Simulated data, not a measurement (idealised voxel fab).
process module | voxel transistor to metal
cross-section cut | 280 nm wide | cells 5 nm
A cross-section is a grid of square cells, given in bands from the top down. A band is one or more rows of cells.
Each band's line starts with the height of the band's top and of its bottom, in nm. Then come its materials from left to right, each with its width in nm. One material with "throughout" fills the band from edge to edge. "air" is empty space.
Height 0 is the level under which the wafer as received is all one material. The lowest band goes on downwards, as in "0 down".
A width such as "30 to 40" changes by the same amount from each row of cells to the next, from the band's top row to its bottom row.
"no change" after a step means that no cell of the cross-section changed.
closed voids: empty space of 8 cells or more with no open way to the top, each as width x height at its distance from the left edge, in nm
after a step's settings: what the simulator itself notes on the step
overlay nm, on a step with a mask: how far to the right of its planned place the mask lay; to the left if negative
plan
1 op RECEIVE | material Si
2 op OXIDIZE | depth nm 5
3 op CONFORMAL_DEP | material SiN | thk nm 10
4 op MASKED_ETCH | tone cover | mask id ACTIVE | width nm 105 | pitch nm 125 | etch materials SiN | depth nm 10 | overlay nm 0
5 op MASKED_ETCH | tone cover | mask id ACTIVE | width nm 105 | pitch nm 125 | etch materials SiO2 | depth nm 5 | overlay nm 0
6 op MASKED_ETCH | tone cover | mask id ACTIVE | width nm 105 | pitch nm 125 | etch materials Si | depth nm 35 | overlay nm 0
7 op FILL_DEP | material SiO2 | thk nm 5
8 op CMP | height nm 10
9 op SELECTIVE_ETCH | etch materials SiO2 | depth nm 10
10 op STRIP | etch materials SiN
11 op SELECTIVE_ETCH | etch materials SiO2 | depth nm 5
12 op OXIDIZE | depth nm 5
13 op DIRECTIONAL_DEP | material polySi | thk nm 20
14 op DIRECTIONAL_DEP | material SiCN | thk nm 15
15 op PATTERN | tone cover | mask id GATE | material resist | width nm 25 | pitch nm 125 | thk nm 15 | overlay nm 0
16 op DIRECTIONAL_ETCH | etch materials SiCN | depth nm 25
17 op DIRECTIONAL_ETCH | etch materials polySi | depth nm 30
18 op STRIP | etch materials resist
19 op CONFORMAL_DEP | material SiO2 | thk nm 5
20 op DIRECTIONAL_ETCH | etch materials SiO2 | depth nm 5
21 op CONFORMAL_DEP | material SiN | thk nm 5
22 op DIRECTIONAL_ETCH | etch materials SiN | depth nm 5
23 op DIRECTIONAL_ETCH | etch materials SiO2 | depth nm 5
24 op DIRECTIONAL_ETCH | etch materials Si | depth nm 10
25 op EPI | material SiGe | thk nm 10
26 op FILL_DEP | material SiO2 | thk nm 5
27 op CMP | height nm 30
28 op DIRECTIONAL_DEP | material SiO2 | thk nm 10
29 op MASKED_ETCH | tone open | mask id CONTACT | width nm 20 | etch materials SiO2 | depth nm 50 | overlay nm 0
30 op CONFORMAL_DEP | material TiN | thk nm 5
31 op FILL_DEP | material W | thk nm 5
32 op CMP | height nm 40
33 op CONFORMAL_DEP | material SiN | thk nm 5
34 op DIRECTIONAL_DEP | material lowk | thk nm 15
35 op PATTERN | tone open | mask id METAL_1 | material resist | width nm 20 | thk nm 15 | overlay nm 0
36 op DIRECTIONAL_ETCH | etch materials lowk | depth nm 15
37 op DIRECTIONAL_ETCH | etch materials SiN | depth nm 5
38 op STRIP | etch materials resist
39 op CONFORMAL_DEP | material TiN | thk nm 5
40 op FILL_DEP | material Cu | thk nm 5
41 op CMP | height nm 60
42 op CONFORMAL_DEP | material SiCN | thk nm 5
43 op DIRECTIONAL_DEP | material SiO2 | thk nm 30
44 op MASKED_ETCH | tone open | mask id METAL_2_HOLES | width nm 15 | pitch nm 125 | etch materials SiO2 | depth nm 30 | overlay nm 0
45 op MASKED_ETCH | tone open | mask id METAL_2 | width nm 20 | pitch nm 125 | etch materials SiO2 | depth nm 15 | overlay nm 0
46 op MASKED_ETCH | tone open | mask id METAL_2 | width nm 20 | pitch nm 125 | etch materials SiCN | depth nm 5 | overlay nm 0
47 op CONFORMAL_DEP | material TiN | thk nm 5
48 op FILL_DEP | material Cu | thk nm 5
49 op CMP | height nm 95
50 op CONFORMAL_DEP | material SiCN | thk nm 5
as received, after step 1
  0 down: Si throughout
  closed voids: none
first wafer at the end, as planned
  100 to 95: SiCN throughout
  95 to 85: SiO2 30 | TiN 5 | Cu 10 | TiN 5 | SiO2 105 | TiN 5 | Cu 10 | TiN 5 | SiO2 105
  85 to 80: SiO2 30 | TiN 5 | Cu 5 | TiN 10 | SiO2 105 | TiN 5 | Cu 5 | TiN 10 | SiO2 105
  80 to 65: SiO2 30 | TiN 5 | Cu 5 | TiN 5 | SiO2 110 | TiN 5 | Cu 5 | TiN 5 | SiO2 110
  65 to 60: SiCN 30 | TiN 15 | SiCN 110 | TiN 15 | SiCN 110
  60 to 45: lowk 30 | TiN 5 | Cu 10 | TiN 5 | lowk 55 | TiN 5 | Cu 10 | TiN 5 | lowk 30 | TiN 5 | Cu 10 | TiN 5 | lowk 55 | TiN 5 | Cu 10 | TiN 5 | lowk 30
  45 to 40: SiN 30 | TiN 20 | SiN 55 | TiN 20 | SiN 30 | TiN 20 | SiN 55 | TiN 20 | SiN 30
  40 to 30: SiO2 30 | TiN 5 | W 10 | TiN 5 | SiO2 55 | TiN 5 | W 10 | TiN 5 | SiO2 30 | TiN 5 | W 10 | TiN 5 | SiO2 55 | TiN 5 | W 10 | TiN 5 | SiO2 30
  30 to 15: SiO2 30 | TiN 5 | W 10 | TiN 5 | SiO2 5 | SiN 5 | SiO2 5 | SiCN 25 | SiO2 5 | SiN 5 | SiO2 5 | TiN 5 | W 10 | TiN 5 | SiO2 30 | TiN 5 | W 10 | TiN 5 | SiO2 5 | SiN 5 | SiO2 5 | SiCN 25 | SiO2 5 | SiN 5 | SiO2 5 | TiN 5 | W 10 | TiN 5 | SiO2 30
  15 to 5: SiO2 30 | TiN 5 | W 10 | TiN 5 | SiO2 5 | SiN 5 | SiO2 5 | polySi 25 | SiO2 5 | SiN 5 | SiO2 5 | TiN 5 | W 10 | TiN 5 | SiO2 30 | TiN 5 | W 10 | TiN 5 | SiO2 5 | SiN 5 | SiO2 5 | polySi 25 | SiO2 5 | SiN 5 | SiO2 5 | TiN 5 | W 10 | TiN 5 | SiO2 30
  5 to 0: SiO2 30 | TiN 5 | W 5 | TiN 10 | SiO2 5 | SiN 5 | SiO2 5 | polySi 25 | SiO2 5 | SiN 5 | SiO2 5 | TiN 10 | W 5 | TiN 5 | SiO2 30 | TiN 5 | W 5 | TiN 10 | SiO2 5 | SiN 5 | SiO2 5 | polySi 25 | SiO2 5 | SiN 5 | SiO2 5 | TiN 10 | W 5 | TiN 5 | SiO2 30
  0 to -5: SiO2 30 | TiN 5 | W 5 | TiN 5 | SiGe 10 | SiN 5 | SiO2 5 | polySi 25 | SiO2 5 | SiN 5 | SiGe 10 | TiN 5 | W 5 | TiN 5 | SiO2 30 | TiN 5 | W 5 | TiN 5 | SiGe 10 | SiN 5 | SiO2 5 | polySi 25 | SiO2 5 | SiN 5 | SiGe 10 | TiN 5 | W 5 | TiN 5 | SiO2 30
  -5 to -10: SiO2 30 | TiN 15 | SiGe 10 | SiO2 45 | SiGe 10 | TiN 15 | SiO2 30 | TiN 15 | SiGe 10 | SiO2 45 | SiGe 10 | TiN 15 | SiO2 30
  -10 to -20: SiO2 25 | SiGe 30 | Si 45 | SiGe 30 | SiO2 20 | SiGe 30 | Si 45 | SiGe 30 | SiO2 25
  -20 to -40: SiO2 25 | Si 105 | SiO2 20 | Si 105 | SiO2 25
  -40 down: Si throughout
  closed voids: none
second wafer at the end: like start, like plan, one mistake
  100 to 95: SiCN throughout
  95 to 85: SiO2 30 | TiN 5 | Cu 10 | TiN 5 | SiO2 105 | TiN 5 | Cu 10 | TiN 5 | SiO2 105
  85 to 80: SiO2 30 | TiN 5 | Cu 5 | TiN 10 | SiO2 105 | TiN 5 | Cu 5 | TiN 10 | SiO2 105
  80 to 65: SiO2 30 | TiN 5 | Cu 5 | TiN 5 | SiO2 110 | TiN 5 | Cu 5 | TiN 5 | SiO2 110
  65 to 60: SiCN 30 | TiN 15 | SiCN 110 | TiN 15 | SiCN 110
  60 to 45: lowk 30 | TiN 5 | Cu 10 | TiN 5 | lowk 55 | TiN 5 | Cu 10 | TiN 5 | lowk 30 | TiN 5 | Cu 10 | TiN 5 | lowk 55 | TiN 5 | Cu 10 | TiN 5 | lowk 30
  45 to 40: SiN 30 | TiN 20 | SiN 55 | TiN 20 | SiN 30 | TiN 20 | SiN 55 | TiN 20 | SiN 30
  40 to 30: SiO2 30 | TiN 5 | W 10 | TiN 5 | SiO2 55 | TiN 5 | W 10 | TiN 5 | SiO2 30 | TiN 5 | W 10 | TiN 5 | SiO2 55 | TiN 5 | W 10 | TiN 5 | SiO2 30
  30 to 20: SiO2 30 | TiN 5 | W 10 | TiN 5 | SiO2 15 | SiCN 25 | SiO2 15 | TiN 5 | W 10 | TiN 5 | SiO2 30 | TiN 5 | W 10 | TiN 5 | SiO2 15 | SiCN 25 | SiO2 15 | TiN 5 | W 10 | TiN 5 | SiO2 30
  20 to 15: SiO2 30 | TiN 5 | W 10 | TiN 5 | SiO2 5 | SiN 5 | SiO2 5 | SiCN 25 | SiO2 5 | SiN 5 | SiO2 5 | TiN 5 | W 10 | TiN 5 | SiO2 30 | TiN 5 | W 10 | TiN 5 | SiO2 5 | SiN 5 | SiO2 5 | SiCN 25 | SiO2 5 | SiN 5 | SiO2 5 | TiN 5 | W 10 | TiN 5 | SiO2 30
  15 to 5: SiO2 30 | TiN 5 | W 10 | TiN 5 | SiO2 5 | SiN 5 | SiO2 5 | polySi 25 | SiO2 5 | SiN 5 | SiO2 5 | TiN 5 | W 10 | TiN 5 | SiO2 30 | TiN 5 | W 10 | TiN 5 | SiO2 5 | SiN 5 | SiO2 5 | polySi 25 | SiO2 5 | SiN 5 | SiO2 5 | TiN 5 | W 10 | TiN 5 | SiO2 30
  5 to 0: SiO2 30 | TiN 5 | W 5 | TiN 10 | SiO2 5 | SiN 5 | SiO2 5 | polySi 25 | SiO2 5 | SiN 5 | SiO2 5 | TiN 10 | W 5 | TiN 5 | SiO2 30 | TiN 5 | W 5 | TiN 10 | SiO2 5 | SiN 5 | SiO2 5 | polySi 25 | SiO2 5 | SiN 5 | SiO2 5 | TiN 10 | W 5 | TiN 5 | SiO2 30
  0 to -5: SiO2 30 | TiN 5 | W 5 | TiN 5 | SiGe 10 | SiN 5 | SiO2 5 | polySi 25 | SiO2 5 | SiN 5 | SiGe 10 | TiN 5 | W 5 | TiN 5 | SiO2 30 | TiN 5 | W 5 | TiN 5 | SiGe 10 | SiN 5 | SiO2 5 | polySi 25 | SiO2 5 | SiN 5 | SiGe 10 | TiN 5 | W 5 | TiN 5 | SiO2 30
  -5 to -10: SiO2 30 | TiN 15 | SiGe 10 | SiO2 45 | SiGe 10 | TiN 15 | SiO2 30 | TiN 15 | SiGe 10 | SiO2 45 | SiGe 10 | TiN 15 | SiO2 30
  -10 to -20: SiO2 25 | SiGe 30 | Si 45 | SiGe 30 | SiO2 20 | SiGe 30 | Si 45 | SiGe 30 | SiO2 25
  -20 to -40: SiO2 25 | Si 105 | SiO2 20 | Si 105 | SiO2 25
  -40 down: Si throughout
  closed voids: none
what went wrong: step 22 ran as: op DIRECTIONAL_ETCH | etch materials SiN | depth nm 15
at the end the second wafer has, in cells: 8 fewer of SiN | 8 more of SiO2
